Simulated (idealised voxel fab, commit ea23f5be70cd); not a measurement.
The document below concerns the process module designated voxel tone inversion.
Square cells of 5 nm make up the cross-section cut, whose width is 145 nm.
Cross-sections here: square-cell grids, written as top-down lists of bands, a band being one or more rows of cells. A band entry consists of two parts. The first gives the height of the band's top and the height of its bottom, in nm. The rest lists the band's materials from left to right, each with its width in nm. A single material labelled with the word "full width" fills the band from edge to edge, and the word "empty" marks empty space. For the purposes of this specification, 0 denotes the height below which the wafer in its as-received condition is composed wholly of one material, and the lowermost band, lacking a lower limit, extends downward without end, as expressed in "0 nm and below". A width given as "30->40" starts at the first number in the band's top row and ends at the second number in its bottom row, shifting by an equal amount at every step from row to row. Step marked "no change"? Then no cell in the cross-section changed in it. "Trapped void list": empty spaces of 8 cells or more with no open way to the top, each given as width x height at distance, distance from the left edge, all in nm. after a step's settings: what the simulator itself notes on the step. overlay nm: for a step with a mask, the amount by which the mask lay right of where it was planned; a negative amount means left of it.

## Process steps (planned)
- 1: op RECEIVE | material Si
- 2: op CONFORMAL_DEP | material SiN | thk nm 5
- 3: op DIRECTIONAL_DEP | material aC | thk nm 25
- 4: op PATTERN | tone cover | mask id POSTS | material resist | width nm 15 | pitch nm 35 | thk nm 30 | overlay nm 0
- 5: op DIRECTIONAL_ETCH | etch materials aC | depth nm 25
- 6: op STRIP | etch materials resist
- 7: op FILL_DEP | material lowk | thk nm 5
- 8: op CMP | height nm 30
- 9: op STRIP | etch materials aC
- 10: op CONFORMAL_DEP | material TiN | thk nm 5
- 11: op FILL_DEP | material W | thk nm 5
- 12: op CMP | height nm 30
- 13: op CONFORMAL_DEP | material SiN | thk nm 5

## Cross-section of the wafer as it came to us, i.e., already through step 1
- 0 nm and below: Si full width
- Trapped void list: none

## first wafer at the end, as planned
- 35 nm to 30 nm: SiN full width
- 30 nm to 10 nm: lowk=30 | TiN=5 | W=5 | TiN=5 | lowk=20 | TiN=5 | W=5 | TiN=5 | lowk=20 | TiN=5 | W=5 | TiN=5 | lowk=30
- 10 nm to 5 nm: lowk=30 | TiN=15 | lowk=20 | TiN=15 | lowk=20 | TiN=15 | lowk=30
- 5 nm to 0 nm: SiN full width
- 0 nm and below: Si full width
- Trapped void list: none

## Cross-section of the latter of the two wafers at module completion. It had an identical start and an identical plan to the former; in running it, one mistake was made
- 35 nm to 30 nm: SiN full width
- 30 nm to 25 nm: lowk full width
- 25 nm to 0 nm: lowk=30 | aC=15 | lowk=20 | aC=15 | lowk=20 | aC=15 | lowk=30
- 0 nm and below: Si full width
- Trapped void list: none
It is concluded that the wafer was processed incorrectly with respect to the plan, in that the run left out plan step 2 entirely, so it was never executed
Final wafer comparison in cells, second versus first, more or fewer per material: SiN -29, TiN -33, W -12, aC +45, lowk +29
